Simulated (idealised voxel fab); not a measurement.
process module | voxel double patterning
cross-section cut | 155 nm wide | cells 5 nm
A cross-section is a grid of square cells, given in bands from the top down. A band is one or more rows of cells.
Each band's line starts with the height of the band's top and of its bottom, in nm. Then come its materials from left to right, each with its width in nm. One material with "throughout" fills the band from edge to edge. "air" is empty space.
Height 0 is the level under which the wafer as received is all one material. The lowest band goes on downwards, as in "0 down".
A width such as "30 to 40" changes by the same amount from each row of cells to the next, from the band's top row to its bottom row.
"no change" after a step means that no cell of the cross-section changed.
closed voids: empty space of 8 cells or more with no open way to the top, each as width x height at its distance from the left edge, in nm
after a step's settings: what the simulator itself notes on the step
overlay nm, on a step with a mask: how far to the right of its planned place the mask lay; to the left if negative
plan
1 op RECEIVE | material Si
2 op CONFORMAL_DEP | material SiO2 | thk nm 10
3 op DIRECTIONAL_DEP | material TiN | thk nm 15
4 op DIRECTIONAL_DEP | material SiCN | thk nm 10
5 op DIRECTIONAL_DEP | material aC | thk nm 15
6 op PATTERN | tone open | mask id FIRST | material resist | width nm 15 | pitch nm 50 | thk nm 35 | overlay nm 0
7 op DIRECTIONAL_ETCH | etch materials aC | depth nm 15
8 op STRIP | etch materials resist
9 op DIRECTIONAL_ETCH | etch materials SiCN | depth nm 10
10 op STRIP | etch materials aC
11 op MASKED_ETCH | tone open | mask id SECOND | width nm 15 | pitch nm 50 | etch materials SiCN | depth nm 10 | overlay nm 0
12 op DIRECTIONAL_ETCH | etch materials TiN | depth nm 15
13 op STRIP | etch materials SiCN
first wafer, as planned
as received, after step 1
  0 down: Si throughout
  closed voids: none
after step 2
  10 to 0: SiO2 throughout
  below 0: unchanged
after step 3
  25 to 10: TiN throughout
  below 10: unchanged
after step 4
  35 to 25: SiCN throughout
  below 25: unchanged
after step 5
  50 to 35: aC throughout
  below 35: unchanged
after step 6
  85 to 50: resist 20 | air 15 | resist 35 | air 15 | resist 35 | air 15 | resist 20
  below 50: unchanged
after step 7
  70 to 50: resist 20 | air 15 | resist 35 | air 15 | resist 35 | air 15 | resist 20
  50 to 35: aC 20 | air 15 | aC 35 | air 15 | aC 35 | air 15 | aC 20
  below 35: unchanged
after step 8
  50 to 35: aC 20 | air 15 | aC 35 | air 15 | aC 35 | air 15 | aC 20
  below 35: unchanged
after step 9
  50 to 35: aC 20 | air 15 | aC 35 | air 15 | aC 35 | air 15 | aC 20
  35 to 25: SiCN 20 | air 15 | SiCN 35 | air 15 | SiCN 35 | air 15 | SiCN 20
  below 25: unchanged
after step 10
  35 to 25: SiCN 20 | air 15 | SiCN 35 | air 15 | SiCN 35 | air 15 | SiCN 20
  below 25: unchanged
after step 11
  35 to 25: SiCN 20 | air 15 | SiCN 10 | air 15 | SiCN 10 | air 15 | SiCN 10 | air 15 | SiCN 10 | air 15 | SiCN 20
  below 25: unchanged
after step 12
  35 to 25: SiCN 20 | air 15 | SiCN 10 | air 15 | SiCN 10 | air 15 | SiCN 10 | air 15 | SiCN 10 | air 15 | SiCN 20
  25 to 10: TiN 20 | air 15 | TiN 10 | air 15 | TiN 10 | air 15 | TiN 10 | air 15 | TiN 10 | air 15 | TiN 20
  below 10: unchanged
after step 13
  25 to 10: TiN 20 | air 15 | TiN 10 | air 15 | TiN 10 | air 15 | TiN 10 | air 15 | TiN 10 | air 15 | TiN 20
  below 10: unchanged
second wafer: like start, like plan, one mistake. Through step 10 it matches the first wafer
when step 11 should have ended
  35 to 25: SiCN 20 | air 15 | SiCN 5 | air 15 | SiCN 15 | air 15 | SiCN 5 | air 15 | SiCN 15 | air 15 | SiCN 20
  below 25: unchanged
when step 12 should have ended
  35 to 25: SiCN 20 | air 15 | SiCN 5 | air 15 | SiCN 15 | air 15 | SiCN 5 | air 15 | SiCN 15 | air 15 | SiCN 20
  25 to 10: TiN 20 | air 15 | TiN 5 | air 15 | TiN 15 | air 15 | TiN 5 | air 15 | TiN 15 | air 15 | TiN 20
  below 10: unchanged
when step 13 should have ended
  25 to 10: TiN 20 | air 15 | TiN 5 | air 15 | TiN 15 | air 15 | TiN 5 | air 15 | TiN 15 | air 15 | TiN 20
  below 10: unchanged
what went wrong: step 11 ran as: op MASKED_ETCH | tone open | mask id SECOND | width nm 15 | pitch nm 50 | etch materials SiCN | depth nm 10 | overlay nm -5
at the end the second wafer has, in cells: as many of each material as the first, in other places
